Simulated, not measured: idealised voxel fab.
Process module, titled voxel transistor to metal
Shown is cross-section cut, with a width of 270 nm and square cells of size 5 nm.
Format of a cross-section: grid, square cells. Given as bands. Order: top down. Band: one or more rows of cells.
Band: top and bottom heights (nm) first, top before bottom; then materials from left to right, widths in nm. "throughout" marks a sole material filling the band edge to edge. "empty" denotes empty space.
Beneath 0, the wafer as received is one material, and that level is where height counting begins. The lowest band goes on downward without a bottom; it is written like "0 and below".
Per-row width for "30 to 40": begins at first number (top row of band), ends at second number (bottom row), increment between rows held constant.
"nothing altered" (step): cross-section cells unchanged, all of them.
Closed empty spaces (no open way to the top) of 8 cells or more are what "Enclosed empty spaces" lists, each as width x height at distance from the left edge, nm for all three.
What comes after the settings on a step's line is commentary from the simulator itself on that step.
The optional step-line setting "overlay nm" applies to steps with a mask and quantifies how far to the right of its planned location the mask lay, a negative value indicating leftward placement.

Process steps - plan
| 1 | RECEIVE [material Si] |
| 2 | OXIDIZE [depth nm 5] |
| 3 | CONFORMAL_DEP [material SiN] [thk nm 15] |
| 4 | MASKED_ETCH [tone cover] [mask id ACTIVE] [width nm 105] [pitch nm 135] [etch materials SiN] [depth nm 15] [overlay nm 0] |
| 5 | MASKED_ETCH [tone cover] [mask id ACTIVE] [width nm 105] [pitch nm 135] [etch materials SiO2] [depth nm 5] [overlay nm 0] |
| 6 | MASKED_ETCH [tone cover] [mask id ACTIVE] [width nm 105] [pitch nm 135] [etch materials Si] [depth nm 35] [overlay nm 0] |
| 7 | OXIDIZE [depth nm 5] |
| 8 | FILL_DEP [material SiO2] [thk nm 15] |
| 9 | CMP [height nm 15] |
| 10 | SELECTIVE_ETCH [etch materials SiO2] [depth nm 15] |
| 11 | STRIP [etch materials SiN] |
| 12 | SELECTIVE_ETCH [etch materials SiO2] [depth nm 5] |
| 13 | OXIDIZE [depth nm 5] |
| 14 | DIRECTIONAL_DEP [material polySi] [thk nm 25] |
| 15 | DIRECTIONAL_DEP [material SiCN] [thk nm 15] |
| 16 | MASKED_ETCH [tone cover] [mask id GATE] [width nm 25] [pitch nm 135] [etch materials SiCN] [depth nm 25] [overlay nm 0] |
| 17 | MASKED_ETCH [tone cover] [mask id GATE] [width nm 25] [pitch nm 135] [etch materials polySi] [depth nm 35] [overlay nm 0] |
| 18 | CONFORMAL_DEP [material SiO2] [thk nm 5] |
| 19 | DIRECTIONAL_ETCH [etch materials SiO2] [depth nm 5] |
| 20 | CONFORMAL_DEP [material SiN] [thk nm 10] |
| 21 | DIRECTIONAL_ETCH [etch materials SiN] [depth nm 10] |
| 22 | DIRECTIONAL_ETCH [etch materials SiO2] [depth nm 5] |
| 23 | DIRECTIONAL_ETCH [etch materials Si] [depth nm 5] |
| 24 | EPI [material pSi] [thk nm 10] |
| 25 | FILL_DEP [material SiO2] [thk nm 10] |
| 26 | CMP [height nm 20] |
| 27 | STRIP [etch materials polySi] |
| 28 | SELECTIVE_ETCH [etch materials SiO2] [depth nm 5] |
| 29 | CONFORMAL_DEP [material HfO2] [thk nm 5] |
| 30 | CONFORMAL_DEP [material TiN] [thk nm 5] |
| 31 | FILL_DEP [material W] [thk nm 10] |
| 32 | CMP [height nm 15] |
| 33 | DIRECTIONAL_DEP [material SiO2] [thk nm 10] |
| 34 | DIRECTIONAL_DEP [material aC] [thk nm 10] |
| 35 | PATTERN [tone open] [mask id CONTACT] [material resist] [width nm 20] [thk nm 30] [overlay nm 0] |
| 36 | DIRECTIONAL_ETCH [etch materials aC] [depth nm 10] |
| 37 | STRIP [etch materials resist] |
| 38 | DIRECTIONAL_ETCH [etch materials SiO2] [depth nm 30] |
| 39 | STRIP [etch materials aC] |
| 40 | CONFORMAL_DEP [material TiN] [thk nm 5] |
| 41 | FILL_DEP [material W] [thk nm 10] |
| 42 | CMP [height nm 25] |
| 43 | CONFORMAL_DEP [material SiN] [thk nm 5] |
| 44 | DIRECTIONAL_DEP [material lowk] [thk nm 25] |
| 45 | DIRECTIONAL_DEP [material aC] [thk nm 15] |
| 46 | PATTERN [tone open] [mask id METAL_1] [material resist] [width nm 20] [thk nm 30] [overlay nm 0] |
| 47 | DIRECTIONAL_ETCH [etch materials aC] [depth nm 15] |
| 48 | STRIP [etch materials resist] |
| 49 | DIRECTIONAL_ETCH [etch materials lowk] [depth nm 25] |
| 50 | DIRECTIONAL_ETCH [etch materials SiN] [depth nm 5] |
| 51 | STRIP [etch materials aC] |
| 52 | CONFORMAL_DEP [material TiN] [thk nm 5] |
| 53 | FILL_DEP [material Cu] [thk nm 5] |
| 54 | CMP [height nm 55] |
| 55 | EPI [material Ru] [thk nm 5] |
| 56 | FILL_DEP [material SiCN] [thk nm 5] |

So this is the incoming wafer in cross-section - it's already been through step 1
	0 and below = Si throughout
	Enclosed empty spaces: none

First wafer at the end, as planned
	65 down to 60 = SiCN throughout
	60 down to 55 = SiCN 15 nm; Ru 30 nm; SiCN 45 nm; Ru 30 nm; SiCN 30 nm; Ru 30 nm; SiCN 45 nm; Ru 30 nm; SiCN 15 nm
	55 down to 30 = lowk 20 nm; TiN 5 nm; Cu 10 nm; TiN 5 nm; lowk 55 nm; TiN 5 nm; Cu 10 nm; TiN 5 nm; lowk 40 nm; TiN 5 nm; Cu 10 nm; TiN 5 nm; lowk 55 nm; TiN 5 nm; Cu 10 nm; TiN 5 nm; lowk 20 nm
	30 down to 25 = SiN 20 nm; TiN 20 nm; SiN 55 nm; TiN 20 nm; SiN 40 nm; TiN 20 nm; SiN 55 nm; TiN 20 nm; SiN 20 nm
	25 down to 15 = SiO2 20 nm; TiN 5 nm; W 10 nm; TiN 5 nm; SiO2 55 nm; TiN 5 nm; W 10 nm; TiN 5 nm; SiO2 40 nm; TiN 5 nm; W 10 nm; TiN 5 nm; SiO2 55 nm; TiN 5 nm; W 10 nm; TiN 5 nm; SiO2 20 nm
	15 down to 5 = SiO2 20 nm; TiN 5 nm; W 10 nm; TiN 5 nm; SiN 10 nm; HfO2 5 nm; TiN 5 nm; W 15 nm; TiN 5 nm; HfO2 5 nm; SiN 10 nm; TiN 5 nm; W 10 nm; TiN 5 nm; SiO2 40 nm; TiN 5 nm; W 10 nm; TiN 5 nm; SiN 10 nm; HfO2 5 nm; TiN 5 nm; W 15 nm; TiN 5 nm; HfO2 5 nm; SiN 10 nm; TiN 5 nm; W 10 nm; TiN 5 nm; SiO2 20 nm
	5 down to 0 = SiO2 20 nm; TiN 20 nm; SiN 10 nm; HfO2 5 nm; TiN 5 nm; W 15 nm; TiN 5 nm; HfO2 5 nm; SiN 10 nm; TiN 20 nm; SiO2 40 nm; TiN 20 nm; SiN 10 nm; HfO2 5 nm; TiN 5 nm; W 15 nm; TiN 5 nm; HfO2 5 nm; SiN 10 nm; TiN 20 nm; SiO2 20 nm
	0 down to -5 = SiO2 20 nm; TiN 10 nm; pSi 10 nm; SiN 10 nm; HfO2 5 nm; TiN 25 nm; HfO2 5 nm; SiN 10 nm; pSi 10 nm; TiN 10 nm; SiO2 40 nm; TiN 10 nm; pSi 10 nm; SiN 10 nm; HfO2 5 nm; TiN 25 nm; HfO2 5 nm; SiN 10 nm; pSi 10 nm; TiN 10 nm; SiO2 20 nm
	-5 down to -10 = SiO2 15 nm; pSi 25 nm; SiO2 10 nm; HfO2 35 nm; SiO2 10 nm; pSi 25 nm; SiO2 30 nm; pSi 25 nm; SiO2 10 nm; HfO2 35 nm; SiO2 10 nm; pSi 25 nm; SiO2 15 nm
	-10 down to -15 = SiO2 20 nm; pSi 20 nm; Si 55 nm; pSi 20 nm; SiO2 40 nm; pSi 20 nm; Si 55 nm; pSi 20 nm; SiO2 20 nm
	-15 down to -45 = SiO2 20 nm; Si 95 nm; SiO2 40 nm; Si 95 nm; SiO2 20 nm
	-45 and below = Si throughout
	Enclosed empty spaces: none

This cross-section belongs to the second wafer of two at the end of the module; the start and the plan were shared with the first, and the run included one mistake
	65 down to 60 = SiCN throughout
	60 down to 55 = Ru 25 nm; SiCN 10 nm; Ru 65 nm; SiCN 10 nm; Ru 50 nm; SiCN 10 nm; Ru 65 nm; SiCN 10 nm; Ru 25 nm
	55 down to 30 = Cu 15 nm; TiN 5 nm; lowk 20 nm; TiN 5 nm; Cu 45 nm; TiN 5 nm; lowk 20 nm; TiN 5 nm; Cu 30 nm; TiN 5 nm; lowk 20 nm; TiN 5 nm; Cu 45 nm; TiN 5 nm; lowk 20 nm; TiN 5 nm; Cu 15 nm
	30 down to 25 = TiN 20 nm; SiN 20 nm; TiN 55 nm; SiN 20 nm; TiN 40 nm; SiN 20 nm; TiN 55 nm; SiN 20 nm; TiN 20 nm
	25 down to 15 = SiO2 20 nm; TiN 5 nm; W 10 nm; TiN 5 nm; SiO2 55 nm; TiN 5 nm; W 10 nm; TiN 5 nm; SiO2 40 nm; TiN 5 nm; W 10 nm; TiN 5 nm; SiO2 55 nm; TiN 5 nm; W 10 nm; TiN 5 nm; SiO2 20 nm
	15 down to 5 = SiO2 20 nm; TiN 5 nm; W 10 nm; TiN 5 nm; SiN 10 nm; HfO2 5 nm; TiN 5 nm; W 15 nm; TiN 5 nm; HfO2 5 nm; SiN 10 nm; TiN 5 nm; W 10 nm; TiN 5 nm; SiO2 40 nm; TiN 5 nm; W 10 nm; TiN 5 nm; SiN 10 nm; HfO2 5 nm; TiN 5 nm; W 15 nm; TiN 5 nm; HfO2 5 nm; SiN 10 nm; TiN 5 nm; W 10 nm; TiN 5 nm; SiO2 20 nm
	5 down to 0 = SiO2 20 nm; TiN 20 nm; SiN 10 nm; HfO2 5 nm; TiN 5 nm; W 15 nm; TiN 5 nm; HfO2 5 nm; SiN 10 nm; TiN 20 nm; SiO2 40 nm; TiN 20 nm; SiN 10 nm; HfO2 5 nm; TiN 5 nm; W 15 nm; TiN 5 nm; HfO2 5 nm; SiN 10 nm; TiN 20 nm; SiO2 20 nm
	0 down to -5 = SiO2 20 nm; TiN 10 nm; pSi 10 nm; SiN 10 nm; HfO2 5 nm; TiN 25 nm; HfO2 5 nm; SiN 10 nm; pSi 10 nm; TiN 10 nm; SiO2 40 nm; TiN 10 nm; pSi 10 nm; SiN 10 nm; HfO2 5 nm; TiN 25 nm; HfO2 5 nm; SiN 10 nm; pSi 10 nm; TiN 10 nm; SiO2 20 nm
	-5 down to -10 = SiO2 15 nm; pSi 25 nm; SiO2 10 nm; HfO2 35 nm; SiO2 10 nm; pSi 25 nm; SiO2 30 nm; pSi 25 nm; SiO2 10 nm; HfO2 35 nm; SiO2 10 nm; pSi 25 nm; SiO2 15 nm
	-10 down to -15 = SiO2 20 nm; pSi 20 nm; Si 55 nm; pSi 20 nm; SiO2 40 nm; pSi 20 nm; Si 55 nm; pSi 20 nm; SiO2 20 nm
	-15 down to -45 = SiO2 20 nm; Si 95 nm; SiO2 40 nm; Si 95 nm; SiO2 20 nm
	-45 and below = Si throughout
	Enclosed empty spaces: none
Here's what went sideways: in deviation from the planned setting, step 46 was conducted as PATTERN [tone cover] [mask id METAL_1] [material resist] [width nm 20] [thk nm 30] [overlay nm 0]
Materials where the second wafer ends with more or fewer cells than the first: +110 Cu; +22 Ru; -22 SiCN; -22 SiN; +22 TiN; -110 lowk
